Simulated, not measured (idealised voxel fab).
process module | voxel transistor to metal
cross-section cut | 215 nm wide | cells 5 nm
A cross-section is a grid of square cells, given in bands from the top down. A band is one or more rows of cells.
Each band's line starts with the height of the band's top and of its bottom, in nm. Then come its materials from left to right, each with its width in nm. One material with "throughout" fills the band from edge to edge. "air" is empty space.
Height 0 is the level under which the wafer as received is all one material. The lowest band goes on downwards, as in "0 down".
A width such as "30 to 40" changes by the same amount from each row of cells to the next, from the band's top row to its bottom row.
"no change" after a step means that no cell of the cross-section changed.
closed voids: empty space of 8 cells or more with no open way to the top, each as width x height at its distance from the left edge, in nm
after a step's settings: what the simulator itself notes on the step
overlay nm, on a step with a mask: how far to the right of its planned place the mask lay; to the left if negative
plan
1 op RECEIVE | material Si
2 op CONFORMAL_DEP | material SiO2 | thk nm 5
3 op CONFORMAL_DEP | material SiN | thk nm 10
4 op DIRECTIONAL_DEP | material aC | thk nm 15
5 op PATTERN | tone cover | mask id ACTIVE | material resist | width nm 115 | thk nm 30 | overlay nm 0
6 op DIRECTIONAL_ETCH | etch materials aC | depth nm 15
7 op STRIP | etch materials resist
8 op DIRECTIONAL_ETCH | etch materials SiN | depth nm 10
9 op DIRECTIONAL_ETCH | etch materials SiO2 | depth nm 5
10 op DIRECTIONAL_ETCH | etch materials Si | depth nm 25
11 op STRIP | etch materials aC
12 op OXIDIZE | depth nm 5
13 op FILL_DEP | material SiO2 | thk nm 15
14 op CMP | height nm 15
15 op SELECTIVE_ETCH | etch materials SiO2 | depth nm 10
16 op STRIP | etch materials SiN
17 op SELECTIVE_ETCH | etch materials SiO2 | depth nm 5
18 op OXIDIZE | depth nm 5
19 op DIRECTIONAL_DEP | material polySi | thk nm 25
20 op DIRECTIONAL_DEP | material SiCN | thk nm 15
21 op DIRECTIONAL_DEP | material aC | thk nm 15
22 op PATTERN | tone cover | mask id GATE | material resist | width nm 25 | thk nm 35 | overlay nm -15
23 op DIRECTIONAL_ETCH | etch materials aC | depth nm 15
24 op STRIP | etch materials resist
25 op DIRECTIONAL_ETCH | etch materials SiCN | depth nm 25
26 op DIRECTIONAL_ETCH | etch materials polySi | depth nm 35
27 op STRIP | etch materials aC
28 op CONFORMAL_DEP | material SiN | thk nm 10
29 op DIRECTIONAL_ETCH | etch materials SiN | depth nm 10
30 op DIRECTIONAL_ETCH | etch materials SiO2 | depth nm 5
31 op DIRECTIONAL_ETCH | etch materials Si | depth nm 5
32 op EPI | material pSi | thk nm 5
33 op FILL_DEP | material SiO2 | thk nm 10
34 op CMP | height nm 25
35 op STRIP | etch materials polySi
36 op SELECTIVE_ETCH | etch materials SiO2 | depth nm 5
37 op CONFORMAL_DEP | material HfO2 | thk nm 5
38 op CONFORMAL_DEP | material TiN | thk nm 5
39 op FILL_DEP | material W | thk nm 10
40 op CMP | height nm 20
41 op DIRECTIONAL_DEP | material SiO2 | thk nm 15
42 op DIRECTIONAL_DEP | material aC | thk nm 15
43 op PATTERN | tone open | mask id CONTACT | material resist | width nm 20 | pitch nm 75 | thk nm 35 | overlay nm 0
44 op DIRECTIONAL_ETCH | etch materials aC | depth nm 15
45 op STRIP | etch materials resist
46 op DIRECTIONAL_ETCH | etch materials SiO2 | depth nm 40
47 op STRIP | etch materials aC
48 op CONFORMAL_DEP | material TiN | thk nm 5
49 op FILL_DEP | material W | thk nm 10
50 op CMP | height nm 35
51 op DIRECTIONAL_DEP | material TiN | thk nm 5
52 op DIRECTIONAL_DEP | material W | thk nm 25
53 op DIRECTIONAL_DEP | material aC | thk nm 10
54 op PATTERN | tone cover | mask id METAL_1 | material resist | width nm 20 | pitch nm 75 | thk nm 25 | overlay nm 0
55 op DIRECTIONAL_ETCH | etch materials aC | depth nm 10
56 op STRIP | etch materials resist
57 op DIRECTIONAL_ETCH | etch materials W | depth nm 25
58 op DIRECTIONAL_ETCH | etch materials TiN | depth nm 5
59 op STRIP | etch materials aC
60 op FILL_DEP | material SiO2 | thk nm 10
61 op CMP | height nm 65
62 op CONFORMAL_DEP | material SiCN | thk nm 5
63 op DIRECTIONAL_DEP | material SiO2 | thk nm 35
64 op MASKED_ETCH | tone open | mask id METAL_2 | width nm 20 | pitch nm 75 | etch materials SiO2 | depth nm 20 | overlay nm 0
65 op PATTERN | tone open | mask id METAL_2_HOLES | material resist | width nm 15 | pitch nm 75 | thk nm 20 | overlay nm 0
66 op DIRECTIONAL_ETCH | etch materials SiO2 | depth nm 15
67 op DIRECTIONAL_ETCH | etch materials SiCN | depth nm 5
68 op STRIP | etch materials resist
69 op CONFORMAL_DEP | material TiN | thk nm 5
70 op FILL_DEP | material Ru | thk nm 5
71 op CMP | height nm 105
72 op CONFORMAL_DEP | material SiN | thk nm 5
varied across the wafers: overlay nm of step 22. The plan shows the first wafer's value. All wafers start alike
first wafer as received, after step 1
  0 down: Si throughout
  closed voids: none
first wafer at the end, after step 72
  110 to 105: SiN throughout
  105 to 90: SiO2 60 | TiN 5 | Ru 10 | TiN 5 | SiO2 55 | TiN 5 | Ru 10 | TiN 5 | SiO2 60
  90 to 85: SiO2 60 | TiN 5 | Ru 5 | TiN 10 | SiO2 55 | TiN 5 | Ru 5 | TiN 10 | SiO2 60
  85 to 70: SiO2 60 | TiN 5 | Ru 5 | TiN 5 | SiO2 60 | TiN 5 | Ru 5 | TiN 5 | SiO2 65
  70 to 65: SiCN 60 | TiN 15 | SiCN 60 | TiN 15 | SiCN 65
  65 to 40: SiO2 60 | W 20 | SiO2 55 | W 20 | SiO2 60
  40 to 35: SiO2 60 | TiN 20 | SiO2 55 | TiN 20 | SiO2 60
  35 to 25: SiO2 60 | TiN 5 | W 10 | TiN 5 | SiO2 55 | TiN 5 | W 10 | TiN 5 | SiO2 60
  25 to 20: SiO2 60 | TiN 20 | SiO2 55 | TiN 5 | W 10 | TiN 5 | SiO2 60
  20 to 5: SiO2 60 | TiN 10 | SiN 10 | HfO2 5 | TiN 5 | W 5 | TiN 5 | HfO2 5 | SiN 10 | SiO2 20 | TiN 5 | W 10 | TiN 5 | SiO2 60
  5 to 0: SiO2 60 | TiN 10 | SiN 10 | HfO2 5 | TiN 15 | HfO2 5 | SiN 10 | SiO2 20 | TiN 5 | W 10 | TiN 5 | SiO2 60
  0 to -5: SiO2 60 | TiN 5 | pSi 5 | SiO2 5 | HfO2 35 | SiO2 5 | pSi 5 | SiO2 15 | TiN 20 | SiO2 60
  -5 to -10: SiO2 55 | pSi 15 | Si 45 | pSi 45 | SiO2 55
  -10 to -30: SiO2 55 | Si 105 | SiO2 55
  -30 down: Si throughout
  closed voids: none
last wafer at the end
  110 to 105: SiN throughout
  105 to 90: SiO2 60 | TiN 5 | Ru 10 | TiN 5 | SiO2 55 | TiN 5 | Ru 10 | TiN 5 | SiO2 60
  90 to 85: SiO2 60 | TiN 5 | Ru 5 | TiN 10 | SiO2 55 | TiN 5 | Ru 5 | TiN 10 | SiO2 60
  85 to 70: SiO2 60 | TiN 5 | Ru 5 | TiN 5 | SiO2 60 | TiN 5 | Ru 5 | TiN 5 | SiO2 65
  70 to 65: SiCN 60 | TiN 15 | SiCN 60 | TiN 15 | SiCN 65
  65 to 40: SiO2 60 | W 20 | SiO2 55 | W 20 | SiO2 60
  40 to 35: SiO2 60 | TiN 20 | SiO2 55 | TiN 20 | SiO2 60
  35 to 25: SiO2 60 | TiN 5 | W 10 | TiN 5 | SiO2 55 | TiN 5 | W 10 | TiN 5 | SiO2 60
  25 to 20: SiO2 60 | TiN 5 | W 10 | TiN 5 | SiO2 55 | TiN 20 | SiO2 60
  20 to 5: SiO2 60 | TiN 5 | W 10 | TiN 5 | SiO2 20 | SiN 10 | HfO2 5 | TiN 5 | W 5 | TiN 5 | HfO2 5 | SiN 10 | TiN 10 | SiO2 60
  5 to 0: SiO2 60 | TiN 5 | W 10 | TiN 5 | SiO2 20 | SiN 10 | HfO2 5 | TiN 15 | HfO2 5 | SiN 10 | TiN 10 | SiO2 60
  0 to -5: SiO2 60 | TiN 20 | SiO2 15 | pSi 5 | SiO2 5 | HfO2 35 | SiO2 5 | pSi 5 | TiN 5 | SiO2 60
  -5 to -10: SiO2 55 | pSi 45 | Si 45 | pSi 15 | SiO2 55
  -10 to -30: SiO2 55 | Si 105 | SiO2 55
  -30 down: Si throughout
  closed voids: none
each wafer at the end: cells of each material gained (+) or lost (-) since it was received, then its closed voids
overlay nm -15 | +15 HfO2 | +20 Ru | -165 Si | +37 SiCN | +59 SiN | +817 SiO2 | +88 TiN | +61 W | +14 pSi | closed voids: none
overlay nm -10 | +15 HfO2 | +20 Ru | -165 Si | +37 SiCN | +59 SiN | +812 SiO2 | +89 TiN | +65 W | +14 pSi | closed voids: none
overlay nm -5 | +15 HfO2 | +20 Ru | -165 Si | +37 SiCN | +59 SiN | +807 SiO2 | +89 TiN | +70 W | +14 pSi | closed voids: none
overlay nm 0 | +15 HfO2 | +20 Ru | -165 Si | +37 SiCN | +59 SiN | +806 SiO2 | +89 TiN | +71 W | +14 pSi | closed voids: none
overlay nm 5 | +15 HfO2 | +20 Ru | -165 Si | +37 SiCN | +59 SiN | +807 SiO2 | +89 TiN | +70 W | +14 pSi | closed voids: none
overlay nm 10 | +15 HfO2 | +20 Ru | -165 Si | +37 SiCN | +59 SiN | +812 SiO2 | +89 TiN | +65 W | +14 pSi | closed voids: none
overlay nm 15 | +15 HfO2 | +20 Ru | -165 Si | +37 SiCN | +59 SiN | +817 SiO2 | +88 TiN | +61 W | +14 pSi | closed voids: none
